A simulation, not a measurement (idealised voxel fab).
The following process module bears the name voxel transistor to metal.
Cross-section cut spans 195 nm and uses square cells 5 nm in size.
Just so we're on the same page, the cross-sections are grids of square cells, and they're listed out in bands top to bottom, each band one or more rows deep. It is stipulated that each band's entry specify, in nanometres, the height of the top of the band and then that of its bottom, followed by the materials of the band in left-to-right sequence, each together with its width in nanometres. A single material marked by the word "full width" is understood to fill the band from edge to edge; the word "blank" is understood to denote empty space. The level at which height equals 0 is the one under which the wafer, as it arrives, is entirely one material. No lower edge exists for the bottom band, which continues downward and is notated as in "from 0 down". Top row gets the first number, bottom row gets the second, and each row in between changes by the same step: that is how a band width like "30->40" works. It should be understood that the words "everything unchanged", when stated for a given step, signify that the cross-section underwent no change in any of its cells during that step. "Unvented cavities": empty spaces of 8 cells or more with no open way to the top, each given as width x height at distance, distance from the left edge, all in nm. Whatever follows a step's settings on its line is a remark the simulator itself makes about that step. Among the settings permitted on a step's line is "overlay nm"; applied to a step with a mask, it specifies the extent to which the mask lay to the right of its planned position, whereas a negative figure signifies a position to the left.
-- Process steps - plan
1) RECEIVE | material Si
2) OXIDIZE | depth nm 5
3) CONFORMAL_DEP | material SiN | thk nm 15
4) MASKED_ETCH | tone cover | mask id ACTIVE | width nm 105 | etch materials SiN | depth nm 15 | overlay nm 0
5) MASKED_ETCH | tone cover | mask id ACTIVE | width nm 105 | etch materials SiO2 | depth nm 5 | overlay nm 0
6) MASKED_ETCH | tone cover | mask id ACTIVE | width nm 105 | etch materials Si | depth nm 25 | overlay nm 0
7) FILL_DEP | material SiO2 | thk nm 15
8) CMP | height nm 15
9) SELECTIVE_ETCH | etch materials SiO2 | depth nm 5
10) STRIP | etch materials SiN
11) SELECTIVE_ETCH | etch materials SiO2 | depth nm 5
12) OXIDIZE | depth nm 5
13) DIRECTIONAL_DEP | material polySi | thk nm 25
14) DIRECTIONAL_DEP | material SiCN | thk nm 10
15) MASKED_ETCH | tone cover | mask id GATE | width nm 15 | etch materials SiCN | depth nm 20 | overlay nm 0
16) MASKED_ETCH | tone cover | mask id GATE | width nm 15 | etch materials polySi | depth nm 35 | overlay nm 0
17) CONFORMAL_DEP | material SiO2 | thk nm 5
18) DIRECTIONAL_ETCH | etch materials SiO2 | depth nm 5
19) CONFORMAL_DEP | material SiN | thk nm 5
20) DIRECTIONAL_ETCH | etch materials SiN | depth nm 5
21) DIRECTIONAL_ETCH | etch materials SiO2 | depth nm 5
22) DIRECTIONAL_ETCH | etch materials Si | depth nm 5
23) EPI | material SiGe | thk nm 10
24) FILL_DEP | material SiO2 | thk nm 5
25) CMP | height nm 30
26) DIRECTIONAL_DEP | material SiO2 | thk nm 10
27) DIRECTIONAL_DEP | material aC | thk nm 15
28) PATTERN | tone open | mask id CONTACT | material resist | width nm 35 | pitch nm 60 | thk nm 35 | overlay nm 0
29) DIRECTIONAL_ETCH | etch materials aC | depth nm 15
30) STRIP | etch materials resist
31) DIRECTIONAL_ETCH | etch materials SiO2 | depth nm 45
32) STRIP | etch materials aC
33) CONFORMAL_DEP | material TiN | thk nm 5
34) FILL_DEP | material Ru | thk nm 10
35) CMP | height nm 40
36) CONFORMAL_DEP | material SiN | thk nm 5
37) DIRECTIONAL_DEP | material lowk | thk nm 25
38) MASKED_ETCH | tone open | mask id METAL_1 | width nm 20 | pitch nm 75 | etch materials lowk | depth nm 25 | overlay nm 0
39) MASKED_ETCH | tone open | mask id METAL_1 | width nm 20 | pitch nm 75 | etch materials SiN | depth nm 5 | overlay nm 0
40) CONFORMAL_DEP | material TiN | thk nm 5
41) FILL_DEP | material W | thk nm 10
42) CMP | height nm 70
43) CONFORMAL_DEP | material SiCN | thk nm 5
-- As-received state of the wafer in cross-section, equivalent to post-step 1
from 0 down = Si full width
Unvented cavities: none
-- Final cross-section, module run with one mistake (start and plan as above)
from 75 to 70 = SiCN full width
from 70 to 55 = 50 of lowk, 5 of TiN, 10 of W, 5 of TiN, 55 of lowk, 5 of TiN, 10 of W, 5 of TiN, 50 of lowk
from 55 to 50 = 50 of SiN, 20 of TiN, 55 of SiN, 20 of TiN, 50 of SiN
from 50 to 45 = Ru full width
from 45 to 40 = 55 of TiN, 25 of Ru, 35 of TiN, 25 of Ru, 55 of TiN
from 40 to 30 = 50 of SiO2, 5 of TiN, 25->20 of Ru, 5->10 of TiN, 25 of SiO2, 5->10 of TiN, 25->20 of Ru, 5 of TiN, 50 of SiO2
from 30 to 20 = 50 of SiO2, 5 of TiN, 20 of Ru, 5 of TiN, 5 of SiN, 5 of SiO2, 15 of SiCN, 5 of SiO2, 5 of SiN, 5 of TiN, 20 of Ru, 5 of TiN, 50 of SiO2
from 20 to 5 = 50 of SiO2, 5 of TiN, 20 of Ru, 5 of TiN, 5 of SiN, 5 of SiO2, 15 of polySi, 5 of SiO2, 5 of SiN, 5 of TiN, 20 of Ru, 5 of TiN, 50 of SiO2
from 5 to 0 = 45 of SiO2, 5 of SiN, 30 of TiN, 5 of SiN, 5 of SiO2, 15 of polySi, 5 of SiO2, 5 of SiN, 30 of TiN, 5 of SiN, 45 of SiO2
from 0 to -5 = 45 of SiO2, 5 of SiN, 10 of SiGe, 10 of TiN, 10 of SiGe, 5 of SiN, 5 of SiO2, 15 of polySi, 5 of SiO2, 5 of SiN, 10 of SiGe, 10 of TiN, 10 of SiGe, 5 of SiN, 45 of SiO2
from -5 to -10 = 50 of SiO2, 30 of SiGe, 35 of SiO2, 30 of SiGe, 50 of SiO2
from -10 to -15 = 45 of SiO2, 5 of Si, 30 of SiGe, 35 of Si, 30 of SiGe, 5 of Si, 45 of SiO2
from -15 to -30 = 45 of SiO2, 105 of Si, 45 of SiO2
from -30 down = Si full width
Unvented cavities: none
Deviation from plan: step 35 ran differently from the plan; actual operation with settings: CMP | height nm 50
